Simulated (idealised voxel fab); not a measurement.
The name of this process module is voxel gate over fins.
The cross-section on display is named cut; it measures 180 nm wide, and its cells are 5 nm squares.
Cross-section, as written here: a square-cell grid given band by band from the top down, where a band holds one or more rows of cells.
Heights first: top, then bottom, in nm. Then materials, left to right, each with a width in nm. "everywhere" on a single material: fills the band edge to edge. "blank": empty space.
It should be noted that heights are counted from 0, beneath which the wafer as supplied is of one material throughout, and that the lowest band possesses no lower boundary but continues downward, as written in "from 0 down".
Width "30..40": first value at the band's top row of cells, second value at its bottom row, equal change from row to row.
Reading "remains unaltered" for a step: not a cell of the cross-section changed in it.
Empty spaces without an open route to the top, at least 8 cells in extent, make up the entry "Voids, enclosed"; each is given as width x height at distance, where the distance is measured from the left edge, and all are in nm.
Step line, after settings: the simulator's comment on this step.
overlay nm: mask right of planned place by this much (step with mask). Neg. = left.

# Below is the list of planned process steps
1,RECEIVE (material Si)
2,CONFORMAL_DEP (material SiN; thk nm 5)
3,PATTERN (tone cover; mask id FINS; material resist; width nm 15; pitch nm 35; thk nm 15; overlay nm 0)
4,DIRECTIONAL_ETCH (etch materials SiN; depth nm 5)
5,DIRECTIONAL_ETCH (etch materials Si; depth nm 35)
6,STRIP (etch materials resist)
7,FILL_DEP (material SiO2; thk nm 5)
8,CMP (height nm 5)
9,SELECTIVE_ETCH (etch materials SiO2; depth nm 15)
10,STRIP (etch materials SiN)
11,CONFORMAL_DEP (material HfO2; thk nm 5)
12,CONFORMAL_DEP (material TiN; thk nm 5)
13,FILL_DEP (material W; thk nm 10)
14,CMP (height nm 15)
15,CONFORMAL_DEP (material SiN; thk nm 5)

# Wafer at receipt (post step 1), cross-section
- from 0 down: Si everywhere
- Voids, enclosed: none

# First of two wafers, end-of-module section, run followed plan
- from 20 to 15: SiN everywhere
- from 15 to 10: W everywhere
- from 10 to 5: W 35; TiN 105; W 40
- from 5 to 0: W 35; TiN 5; HfO2 25; TiN 10; HfO2 25; TiN 10; HfO2 25; TiN 5; W 40
- from 0 to -5: TiN 40; HfO2 5; Si 15; HfO2 5; TiN 10; HfO2 5; Si 15; HfO2 5; TiN 10; HfO2 5; Si 15; HfO2 5; TiN 45
- from -5 to -10: HfO2 45; Si 15; HfO2 20; Si 15; HfO2 20; Si 15; HfO2 50
- from -10 to -35: SiO2 45; Si 15; SiO2 20; Si 15; SiO2 20; Si 15; SiO2 50
- from -35 down: Si everywhere
- Voids, enclosed: none

# So this is wafer number two of the two, cut at the end of the module - it started where the first did and had the same plan, we just got one thing wrong running it
- from 20 to 15: SiN everywhere
- from 15 to 10: W everywhere
- from 10 to 5: W 40; TiN 105; W 35
- from 5 to 0: W 40; TiN 5; HfO2 25; TiN 10; HfO2 25; TiN 10; HfO2 25; TiN 5; W 35
- from 0 to -5: TiN 45; HfO2 5; Si 15; HfO2 5; TiN 10; HfO2 5; Si 15; HfO2 5; TiN 10; HfO2 5; Si 15; HfO2 5; TiN 40
- from -5 to -10: HfO2 50; Si 15; HfO2 20; Si 15; HfO2 20; Si 15; HfO2 45
- from -10 to -35: SiO2 50; Si 15; SiO2 20; Si 15; SiO2 20; Si 15; SiO2 45
- from -35 down: Si everywhere
- Voids, enclosed: none
Finding, execution versus plan: contrary to plan, step 3 was performed as PATTERN (tone cover; mask id FINS; material resist; width nm 15; pitch nm 35; thk nm 15; overlay nm 5)
At the end, each material covers as many cells on the second wafer as it does on the first, though the cells it covers are elsewhere.
